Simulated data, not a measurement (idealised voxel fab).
Process module under the name voxel wiring stack
Section cut is 225 nm wide and gridded with 5 nm square cells.
How to read a cross-section here: the picture is a grid of square cells, written as bands going from the top down, and any band can span one or more rows of cells.
Heads up on the band format: heights come first, top then bottom, in nm. After that it's the materials left to right, each with its width in nm. A single material flagged "throughout" fills the whole band edge to edge, and "blank" means there's empty space there.
Basically, 0 is our baseline, since under it the wafer straight out of the box is all one material. The bottom band has no lower end and keeps on going down, so it looks like "0 and below".
A two-number width, for instance "30..40", indicates that the width is equal to the first number in the top row of the band and to the second number in the bottom row, and that it changes by a constant amount per row of cells.
What does "nothing got changed" mean for a step? It means no cell of the cross-section changed in that step.
Any empty space of 8 cells or more lacking an open way to the top shows up in "Enclosed void catalog" as width x height at distance, distance from the left edge, in nm.
after a step's settings: what the simulator itself notes on the step
Regarding "overlay nm": on a step with a mask, it is the distance the mask lay to the right of its planned place; a negative value places it to the left.

Listed below are the process steps as planned
step 1: RECEIVE,material Si
step 2: CONFORMAL_DEP,material SiO2,thk nm 15
step 3: CONFORMAL_DEP,material SiN,thk nm 5
step 4: DIRECTIONAL_DEP,material lowk,thk nm 25
step 5: MASKED_ETCH,tone open,mask id METAL_1,width nm 20,pitch nm 35,etch materials lowk,depth nm 25,overlay nm 0
step 6: MASKED_ETCH,tone open,mask id METAL_1,width nm 20,pitch nm 35,etch materials SiN,depth nm 5,overlay nm 0
step 7: CONFORMAL_DEP,material TiN,thk nm 5
step 8: FILL_DEP,material Cu,thk nm 5
step 9: CMP,height nm 45
step 10: CONFORMAL_DEP,material SiCN,thk nm 5
step 11: DIRECTIONAL_DEP,material lowk,thk nm 20
step 12: DIRECTIONAL_DEP,material aC,thk nm 15
step 13: PATTERN,tone open,mask id PLUG_1,material resist,width nm 15,pitch nm 35,thk nm 35,overlay nm 0
step 14: DIRECTIONAL_ETCH,etch materials aC,depth nm 15
step 15: STRIP,etch materials resist
step 16: DIRECTIONAL_ETCH,etch materials lowk,depth nm 20
step 17: DIRECTIONAL_ETCH,etch materials SiCN,depth nm 5
step 18: STRIP,etch materials aC
step 19: EPI,material Ru,thk nm 10
step 20: EPI,material Ru,thk nm 10
step 21: EPI,material Ru,thk nm 5
step 22: DIRECTIONAL_DEP,material TiN,thk nm 5
step 23: DIRECTIONAL_DEP,material W,thk nm 25
step 24: MASKED_ETCH,tone cover,mask id METAL_2,width nm 20,pitch nm 35,etch materials W,depth nm 25,overlay nm 0
step 25: MASKED_ETCH,tone cover,mask id METAL_2,width nm 20,pitch nm 35,etch materials TiN,depth nm 5,overlay nm 0
step 26: CONFORMAL_DEP,material SiCN,thk nm 5
step 27: FILL_DEP,material SiO2,thk nm 10
step 28: CMP,height nm 100
step 29: CONFORMAL_DEP,material SiCN,thk nm 5
step 30: DIRECTIONAL_DEP,material SiO2,thk nm 35
step 31: MASKED_ETCH,tone open,mask id METAL_3_HOLES,width nm 15,pitch nm 35,etch materials SiO2,depth nm 35,overlay nm 0
step 32: PATTERN,tone open,mask id METAL_3,material resist,width nm 20,pitch nm 35,thk nm 15,overlay nm 0
step 33: DIRECTIONAL_ETCH,etch materials SiO2,depth nm 20
step 34: DIRECTIONAL_ETCH,etch materials SiCN,depth nm 5
step 35: STRIP,etch materials resist
step 36: CONFORMAL_DEP,material TiN,thk nm 5
step 37: FILL_DEP,material Cu,thk nm 5
step 38: CMP,height nm 140
step 39: CONFORMAL_DEP,material SiCN,thk nm 5
step 40: DIRECTIONAL_DEP,material lowk,thk nm 15
step 41: DIRECTIONAL_DEP,material aC,thk nm 10
step 42: PATTERN,tone open,mask id PLUG_3,material resist,width nm 15,pitch nm 35,thk nm 30,overlay nm 0
step 43: DIRECTIONAL_ETCH,etch materials aC,depth nm 10
step 44: STRIP,etch materials resist
step 45: DIRECTIONAL_ETCH,etch materials lowk,depth nm 15
step 46: DIRECTIONAL_ETCH,etch materials SiCN,depth nm 5
step 47: STRIP,etch materials aC
step 48: EPI,material Ru,thk nm 10
step 49: EPI,material Ru,thk nm 10
step 50: CONFORMAL_DEP,material SiCN,thk nm 5
step 51: DIRECTIONAL_DEP,material lowk,thk nm 20
step 52: PATTERN,tone open,mask id METAL_4,material resist,width nm 20,pitch nm 35,thk nm 15,overlay nm 0
step 53: DIRECTIONAL_ETCH,etch materials lowk,depth nm 20
step 54: DIRECTIONAL_ETCH,etch materials SiCN,depth nm 5
step 55: STRIP,etch materials resist
step 56: CONFORMAL_DEP,material TiN,thk nm 5
step 57: FILL_DEP,material Cu,thk nm 5
step 58: CMP,height nm 185
step 59: CONFORMAL_DEP,material SiN,thk nm 5
Don't read the plan's thk nm for step 29 as applying to every wafer: that's the first wafer's value, and the wafers differ in it, though they all start identical.

Here's the first of the wafers in cross-section, just as we got it, i.e. after step 1
  0 and below = Si throughout
  Enclosed void catalog: none

So in this table every wafer gets its own row, and what you see is where it stands at the end of the module: for each material, how many cells it picked up (+) or gave up (-) since we received it, and after that its closed voids
thk nm 5; +112 Cu; +108 Ru; +197 SiCN; +74 SiN; +455 SiO2; +192 TiN; +80 W; +492 lowk; Enclosed void catalog: none
thk nm 10; +104 Cu; +108 Ru; +242 SiCN; +74 SiN; +426 SiO2; +184 TiN; +80 W; +492 lowk; Enclosed void catalog: none
thk nm 15; +96 Cu; +108 Ru; +287 SiCN; +74 SiN; +397 SiO2; +176 TiN; +80 W; +492 lowk; Enclosed void catalog: none
thk nm 20; +88 Cu; +108 Ru; +332 SiCN; +74 SiN; +368 SiO2; +168 TiN; +80 W; +492 lowk; Enclosed void catalog: none
